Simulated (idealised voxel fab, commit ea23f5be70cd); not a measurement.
This is a process module. Its name is voxel transistor to metal.
The figure presents cross-section cut, which has a width of 300 nm and is divided into square cells with an edge length of 5 nm.
We lay out every cross-section as a grid of square cells and spell it out in bands from the top down, where one band means one or more rows of cells. The band entry comprises the height of the band's top followed by the height of its bottom, expressed in nm, and subsequently the band's materials from left to right, each stated together with its width in nm. Where a single material is marked with the word "all across", that material fills the band from edge to edge. The word "empty" represents empty space. Height reference: 0 = level under which incoming wafer is all one material. Lowest band: no bottom, runs on downward, e.g. "0 -> down". With a width like "30..40", each row of cells in the band differs from the next by the same amount, the top row carrying the first number and the bottom row the second. When a step is marked "identical to before", none of the cells in the cross-section changed during that step. For the entry "Cavities, sealed", the listed items are empty spaces with no open way to the top whose size is 8 cells or more; each item follows the pattern width x height at distance, where distance is from the left edge and all three are in nm. Step line, after settings: the simulator's comment on this step. "overlay nm" on a masked step: distance the mask lay right of its planned place, negative for left.
Set out below are the planned steps of the process:
1. RECEIVE | material Si
2. CONFORMAL_DEP | material SiO2 | thk nm 5
3. CONFORMAL_DEP | material SiN | thk nm 10
4. DIRECTIONAL_DEP | material aC | thk nm 15
5. PATTERN | tone cover | mask id ACTIVE | material resist | width nm 120 | pitch nm 140 | thk nm 30 | overlay nm 0
6. DIRECTIONAL_ETCH | etch materials aC | depth nm 15
7. STRIP | etch materials resist
8. DIRECTIONAL_ETCH | etch materials SiN | depth nm 10
9. DIRECTIONAL_ETCH | etch materials SiO2 | depth nm 5
10. DIRECTIONAL_ETCH | etch materials Si | depth nm 20
11. STRIP | etch materials aC
12. OXIDIZE | depth nm 5
13. FILL_DEP | material SiO2 | thk nm 10
14. CMP | height nm 15
15. SELECTIVE_ETCH | etch materials SiO2 | depth nm 10
16. STRIP | etch materials SiN
17. SELECTIVE_ETCH | etch materials SiO2 | depth nm 5
18. OXIDIZE | depth nm 5
19. DIRECTIONAL_DEP | material polySi | thk nm 25
20. DIRECTIONAL_DEP | material SiCN | thk nm 15
21. PATTERN | tone cover | mask id GATE | material resist | width nm 30 | pitch nm 140 | thk nm 15 | overlay nm 0
22. DIRECTIONAL_ETCH | etch materials SiCN | depth nm 25
23. DIRECTIONAL_ETCH | etch materials polySi | depth nm 35
24. STRIP | etch materials resist
25. CONFORMAL_DEP | material SiN | thk nm 5
26. DIRECTIONAL_ETCH | etch materials SiN | depth nm 5
27. DIRECTIONAL_ETCH | etch materials SiO2 | depth nm 5
28. DIRECTIONAL_ETCH | etch materials Si | depth nm 5
29. EPI | material nSi | thk nm 10
30. FILL_DEP | material SiO2 | thk nm 10
31. CMP | height nm 25
32. STRIP | etch materials polySi
33. SELECTIVE_ETCH | etch materials SiO2 | depth nm 5
34. CONFORMAL_DEP | material HfO2 | thk nm 5
35. CONFORMAL_DEP | material TiN | thk nm 5
36. FILL_DEP | material W | thk nm 10
37. CMP | height nm 20
38. DIRECTIONAL_DEP | material SiO2 | thk nm 10
39. DIRECTIONAL_DEP | material aC | thk nm 10
40. PATTERN | tone open | mask id CONTACT | material resist | width nm 20 | thk nm 30 | overlay nm 0
41. DIRECTIONAL_ETCH | etch materials aC | depth nm 10
42. STRIP | etch materials resist
43. DIRECTIONAL_ETCH | etch materials SiO2 | depth nm 30
44. STRIP | etch materials aC
45. CONFORMAL_DEP | material TiN | thk nm 5
46. FILL_DEP | material W | thk nm 10
47. CMP | height nm 30
48. CONFORMAL_DEP | material SiN | thk nm 5
49. DIRECTIONAL_DEP | material SiO2 | thk nm 15
50. PATTERN | tone open | mask id METAL_1 | material resist | width nm 20 | thk nm 15 | overlay nm 0
51. DIRECTIONAL_ETCH | etch materials SiO2 | depth nm 15
52. DIRECTIONAL_ETCH | etch materials SiN | depth nm 5
53. STRIP | etch materials resist
54. CONFORMAL_DEP | material TiN | thk nm 5
55. FILL_DEP | material Ru | thk nm 5
56. CMP | height nm 50
57. EPI | material Ru | thk nm 5
58. FILL_DEP | material SiCN | thk nm 5
59. DIRECTIONAL_DEP | material SiO2 | thk nm 30
60. DIRECTIONAL_DEP | material aC | thk nm 10
61. PATTERN | tone open | mask id METAL_2 | material resist | width nm 20 | pitch nm 140 | thk nm 30 | overlay nm 0
62. DIRECTIONAL_ETCH | etch materials aC | depth nm 10
63. STRIP | etch materials resist
64. DIRECTIONAL_ETCH | etch materials SiO2 | depth nm 15
65. STRIP | etch materials aC
66. MASKED_ETCH | tone open | mask id METAL_2_HOLES | width nm 15 | pitch nm 140 | etch materials SiO2 | depth nm 15 | overlay nm 0
67. MASKED_ETCH | tone open | mask id METAL_2_HOLES | width nm 15 | pitch nm 140 | etch materials SiCN | depth nm 5 | overlay nm 0
68. CONFORMAL_DEP | material TiN | thk nm 5
69. FILL_DEP | material Cu | thk nm 5
70. CMP | height nm 90
71. CONFORMAL_DEP | material SiN | thk nm 5
So this is the incoming wafer in cross-section - it's already been through step 1:
    0 -> down  Si all across
    Cavities, sealed: none
Here's the wafer cut in cross-section after the module, started and planned just like above, except one thing was done wrong in the run:
    95 -> 90  SiN all across
    90 -> 80  SiO2 30 nm, TiN 5 nm, Cu 10 nm, TiN 5 nm, SiO2 120 nm, TiN 5 nm, Cu 10 nm, TiN 5 nm, SiO2 110 nm
    80 -> 75  SiO2 30 nm, TiN 5 nm, Cu 5 nm, TiN 10 nm, SiO2 120 nm, TiN 5 nm, Cu 5 nm, TiN 10 nm, SiO2 110 nm
    75 -> 60  SiO2 30 nm, TiN 5 nm, Cu 5 nm, TiN 5 nm, SiO2 125 nm, TiN 5 nm, Cu 5 nm, TiN 5 nm, SiO2 115 nm
    60 -> 55  SiCN 30 nm, TiN 15 nm, SiCN 125 nm, TiN 15 nm, SiCN 115 nm
    55 -> 50  SiCN 30 nm, Ru 20 nm, SiCN 60 nm, Ru 20 nm, SiCN 40 nm, Ru 20 nm, SiCN 60 nm, Ru 20 nm, SiCN 30 nm
    50 -> 35  SiO2 30 nm, SiCN 5 nm, Ru 10 nm, SiCN 5 nm, SiO2 60 nm, SiCN 5 nm, Ru 10 nm, SiCN 5 nm, SiO2 40 nm, SiCN 5 nm, Ru 10 nm, SiCN 5 nm, SiO2 60 nm, SiCN 5 nm, Ru 10 nm, SiCN 5 nm, SiO2 30 nm
    35 -> 30  SiN 30 nm, SiCN 20 nm, SiN 60 nm, SiCN 20 nm, SiN 40 nm, SiCN 20 nm, SiN 60 nm, SiCN 20 nm, SiN 30 nm
    30 -> 20  SiO2 30 nm, TiN 5 nm, W 10 nm, TiN 5 nm, SiO2 60 nm, TiN 5 nm, W 10 nm, TiN 5 nm, SiO2 40 nm, TiN 5 nm, W 10 nm, TiN 5 nm, SiO2 60 nm, TiN 5 nm, W 10 nm, TiN 5 nm, SiO2 30 nm
    20 -> 5  SiO2 30 nm, TiN 5 nm, W 10 nm, TiN 5 nm, SiO2 10 nm, SiN 5 nm, HfO2 5 nm, TiN 5 nm, W 10 nm, TiN 5 nm, HfO2 5 nm, SiN 5 nm, SiO2 10 nm, TiN 5 nm, W 10 nm, TiN 5 nm, SiO2 40 nm, TiN 5 nm, W 10 nm, TiN 5 nm, SiO2 10 nm, SiN 5 nm, HfO2 5 nm, TiN 5 nm, W 10 nm, TiN 5 nm, HfO2 5 nm, SiN 5 nm, SiO2 10 nm, TiN 5 nm, W 10 nm, TiN 5 nm, SiO2 30 nm
    5 -> 0  SiO2 30 nm, TiN 20 nm, nSi 10 nm, SiN 5 nm, HfO2 5 nm, TiN 20 nm, HfO2 5 nm, SiN 5 nm, nSi 10 nm, TiN 20 nm, SiO2 40 nm, TiN 20 nm, nSi 10 nm, SiN 5 nm, HfO2 5 nm, TiN 20 nm, HfO2 5 nm, SiN 5 nm, nSi 10 nm, TiN 20 nm, SiO2 30 nm
    0 -> -5  SiO2 20 nm, nSi 40 nm, HfO2 40 nm, nSi 40 nm, SiO2 20 nm, nSi 40 nm, HfO2 40 nm, nSi 40 nm, SiO2 20 nm
    -5 -> -10  SiO2 25 nm, nSi 35 nm, Si 40 nm, nSi 35 nm, SiO2 30 nm, nSi 35 nm, Si 40 nm, nSi 35 nm, SiO2 25 nm
    -10 -> -25  SiO2 25 nm, Si 110 nm, SiO2 30 nm, Si 110 nm, SiO2 25 nm
    -25 -> down  Si all across
    Cavities, sealed: none
Misprocessing identified: step 54 ran with different settings than intended, the actual operation and settings being CONFORMAL_DEP | material SiCN | thk nm 5
